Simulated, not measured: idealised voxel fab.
Proc. module: voxel transistor to metal
Square cells of 5 nm make up the cross-section cut, whose width is 155 nm.
This document writes a cross-section as a grid whose cells are square, and gives it as bands, listed from the top down; one or more rows of cells form a band. Band: top and bottom heights (nm) first, top before bottom; then materials from left to right, widths in nm. "full width" marks a sole material filling the band edge to edge. "empty" denotes empty space. Height 0 is the level under which the wafer as received is all one material. The lowest band goes on downwards, as in "0 and below". With a width like "30 to 40", each row of cells in the band differs from the next by the same amount, the top row carrying the first number and the bottom row the second. Any step labelled "nothing changed" changed none of the cells in the cross-section. The label "Closed void list" introduces a list of the empty spaces, 8 cells or larger, that have no open way up to the top; each entry in it reads width x height at distance, where the distance is taken from the left edge and all three are stated in nm. The remark found on a step's line after its settings is issued by the simulator itself and pertains to that step. Each step line may optionally specify "overlay nm", which for a step with a mask gives the rightward distance between the mask's planned place and where it lay, a negative value indicating the leftward direction.
Process steps - plan:
step 1: RECEIVE | material Si
step 2: OXIDIZE | depth nm 5
step 3: CONFORMAL_DEP | material SiN | thk nm 10
step 4: PATTERN | tone cover | mask id ACTIVE | material resist | width nm 100 | thk nm 20 | overlay nm 0
step 5: DIRECTIONAL_ETCH | etch materials SiN | depth nm 10
step 6: DIRECTIONAL_ETCH | etch materials SiO2 | depth nm 5
step 7: DIRECTIONAL_ETCH | etch materials Si | depth nm 20
step 8: STRIP | etch materials resist
step 9: OXIDIZE | depth nm 5
step 10: FILL_DEP | material SiO2 | thk nm 5
step 11: CMP | height nm 10
step 12: SELECTIVE_ETCH | etch materials SiO2 | depth nm 10
step 13: STRIP | etch materials SiN
step 14: SELECTIVE_ETCH | etch materials SiO2 | depth nm 5
step 15: OXIDIZE | depth nm 5
step 16: DIRECTIONAL_DEP | material polySi | thk nm 20
step 17: DIRECTIONAL_DEP | material SiCN | thk nm 10
step 18: PATTERN | tone cover | mask id GATE | material resist | width nm 20 | thk nm 20 | overlay nm 0
step 19: DIRECTIONAL_ETCH | etch materials SiCN | depth nm 20
step 20: DIRECTIONAL_ETCH | etch materials polySi | depth nm 30
step 21: STRIP | etch materials resist
step 22: CONFORMAL_DEP | material SiN | thk nm 5
step 23: DIRECTIONAL_ETCH | etch materials SiN | depth nm 5
step 24: DIRECTIONAL_ETCH | etch materials SiO2 | depth nm 5
step 25: DIRECTIONAL_ETCH | etch materials Si | depth nm 5
step 26: EPI | material pSi | thk nm 5
step 27: FILL_DEP | material SiO2 | thk nm 10
step 28: CMP | height nm 25
step 29: DIRECTIONAL_DEP | material SiO2 | thk nm 15
step 30: PATTERN | tone open | mask id CONTACT | material resist | width nm 30 | pitch nm 60 | thk nm 15 | overlay nm 0
step 31: DIRECTIONAL_ETCH | etch materials SiO2 | depth nm 50
step 32: STRIP | etch materials resist
step 33: CONFORMAL_DEP | material TiN | thk nm 5
step 34: FILL_DEP | material Ru | thk nm 10
step 35: CMP | height nm 40
step 36: CONFORMAL_DEP | material SiCN | thk nm 5
step 37: DIRECTIONAL_DEP | material SiO2 | thk nm 20
step 38: DIRECTIONAL_DEP | material aC | thk nm 10
step 39: PATTERN | tone open | mask id METAL_1 | material resist | width nm 20 | pitch nm 70 | thk nm 25 | overlay nm 0
step 40: DIRECTIONAL_ETCH | etch materials aC | depth nm 10
step 41: STRIP | etch materials resist
step 42: DIRECTIONAL_ETCH | etch materials SiO2 | depth nm 20
step 43: DIRECTIONAL_ETCH | etch materials SiCN | depth nm 5
step 44: STRIP | etch materials aC
step 45: CONFORMAL_DEP | material TiN | thk nm 5
step 46: FILL_DEP | material Ru | thk nm 10
step 47: CMP | height nm 65
step 48: EPI | material Ru | thk nm 5
step 49: FILL_DEP | material SiCN | thk nm 5
step 50: DIRECTIONAL_DEP | material lowk | thk nm 30
step 51: MASKED_ETCH | tone open | mask id METAL_2 | width nm 20 | pitch nm 70 | etch materials lowk | depth nm 15 | overlay nm 0
step 52: MASKED_ETCH | tone open | mask id METAL_2_HOLES | width nm 15 | pitch nm 70 | etch materials lowk | depth nm 15 | overlay nm 0
step 53: MASKED_ETCH | tone open | mask id METAL_2_HOLES | width nm 15 | pitch nm 70 | etch materials SiCN | depth nm 5 | overlay nm 0
step 54: CONFORMAL_DEP | material TiN | thk nm 5
step 55: FILL_DEP | material Ru | thk nm 10
step 56: CMP | height nm 105
step 57: CONFORMAL_DEP | material SiN | thk nm 5
The cross-section here shows the wafer as received, i.e. in its state after step 1:
* 0 and below = Si full width
* Closed void list: none
Here's the cross-section of the first of our two wafers at the end of the module - it ran as planned:
* 110 down to 105 = SiN full width
* 105 down to 95 = lowk 30 nm; TiN 5 nm; Ru 10 nm; TiN 5 nm; lowk 50 nm; TiN 5 nm; Ru 10 nm; TiN 5 nm; lowk 35 nm
* 95 down to 90 = lowk 30 nm; TiN 5 nm; Ru 5 nm; TiN 10 nm; lowk 50 nm; TiN 5 nm; Ru 5 nm; TiN 10 nm; lowk 35 nm
* 90 down to 75 = lowk 30 nm; TiN 5 nm; Ru 5 nm; TiN 5 nm; lowk 55 nm; TiN 5 nm; Ru 5 nm; TiN 5 nm; lowk 40 nm
* 75 down to 70 = SiCN 30 nm; TiN 15 nm; SiCN 55 nm; TiN 15 nm; SiCN 40 nm
* 70 down to 65 = SiCN 25 nm; Ru 30 nm; SiCN 40 nm; Ru 30 nm; SiCN 30 nm
* 65 down to 45 = SiO2 30 nm; TiN 5 nm; Ru 10 nm; TiN 5 nm; SiO2 50 nm; TiN 5 nm; Ru 10 nm; TiN 5 nm; SiO2 35 nm
* 45 down to 40 = SiCN 30 nm; TiN 20 nm; SiCN 50 nm; TiN 20 nm; SiCN 35 nm
* 40 down to 25 = SiO2 30 nm; TiN 5 nm; Ru 20 nm; TiN 5 nm; SiO2 30 nm; TiN 5 nm; Ru 20 nm; TiN 5 nm; SiO2 35 nm
* 25 down to 15 = SiO2 30 nm; TiN 5 nm; Ru 20 nm; TiN 5 nm; SiN 5 nm; SiCN 20 nm; SiN 5 nm; TiN 5 nm; Ru 20 nm; TiN 5 nm; SiO2 35 nm
* 15 down to 0 = SiO2 30 nm; TiN 5 nm; Ru 20 nm; TiN 5 nm; SiN 5 nm; polySi 20 nm; SiN 5 nm; TiN 5 nm; Ru 20 nm; TiN 5 nm; SiO2 35 nm
* 0 down to -5 = SiO2 30 nm; TiN 5 nm; Ru 15 nm; TiN 10 nm; SiN 5 nm; polySi 20 nm; SiN 5 nm; TiN 10 nm; Ru 15 nm; TiN 5 nm; SiO2 35 nm
* -5 down to -10 = SiO2 30 nm; TiN 25 nm; pSi 5 nm; SiO2 30 nm; pSi 5 nm; TiN 25 nm; SiO2 35 nm
* -10 down to -15 = SiO2 30 nm; pSi 30 nm; Si 30 nm; pSi 30 nm; SiO2 35 nm
* -15 down to -30 = SiO2 30 nm; Si 90 nm; SiO2 35 nm
* -30 and below = Si full width
* Closed void list: none
Cross-section, second wafer: same start as the first, same plan as the first, one mistake in running it; taken at the end of the module:
* 110 down to 105 = SiN full width
* 105 down to 95 = Ru full width
* 95 down to 90 = TiN full width
* 90 down to 75 = lowk 45 nm; TiN 5 nm; lowk 65 nm; TiN 5 nm; lowk 35 nm
* 75 down to 70 = SiCN full width
* 70 down to 65 = SiCN 25 nm; Ru 30 nm; SiCN 40 nm; Ru 30 nm; SiCN 30 nm
* 65 down to 45 = SiO2 30 nm; TiN 5 nm; Ru 10 nm; TiN 5 nm; SiO2 50 nm; TiN 5 nm; Ru 10 nm; TiN 5 nm; SiO2 35 nm
* 45 down to 40 = SiCN 30 nm; TiN 20 nm; SiCN 50 nm; TiN 20 nm; SiCN 35 nm
* 40 down to 25 = SiO2 30 nm; TiN 5 nm; Ru 20 nm; TiN 5 nm; SiO2 30 nm; TiN 5 nm; Ru 20 nm; TiN 5 nm; SiO2 35 nm
* 25 down to 15 = SiO2 30 nm; TiN 5 nm; Ru 20 nm; TiN 5 nm; SiN 5 nm; SiCN 20 nm; SiN 5 nm; TiN 5 nm; Ru 20 nm; TiN 5 nm; SiO2 35 nm
* 15 down to 0 = SiO2 30 nm; TiN 5 nm; Ru 20 nm; TiN 5 nm; SiN 5 nm; polySi 20 nm; SiN 5 nm; TiN 5 nm; Ru 20 nm; TiN 5 nm; SiO2 35 nm
* 0 down to -5 = SiO2 30 nm; TiN 5 nm; Ru 15 nm; TiN 10 nm; SiN 5 nm; polySi 20 nm; SiN 5 nm; TiN 10 nm; Ru 15 nm; TiN 5 nm; SiO2 35 nm
* -5 down to -10 = SiO2 30 nm; TiN 25 nm; pSi 5 nm; SiO2 30 nm; pSi 5 nm; TiN 25 nm; SiO2 35 nm
* -10 down to -15 = SiO2 30 nm; pSi 30 nm; Si 30 nm; pSi 30 nm; SiO2 35 nm
* -15 down to -30 = SiO2 30 nm; Si 90 nm; SiO2 35 nm
* -30 and below = Si full width
* Closed void list: none
Plan not followed: rather than as planned, step 52 actually ran as MASKED_ETCH | tone cover | mask id METAL_2_HOLES | width nm 15 | pitch nm 70 | etch materials lowk | depth nm 15 | overlay nm 0
Counted in cells at the end, the second wafer holds more or fewer of these materials than the first: Ru: 46 more | SiCN: 6 more | TiN: 5 more | lowk: 57 fewer
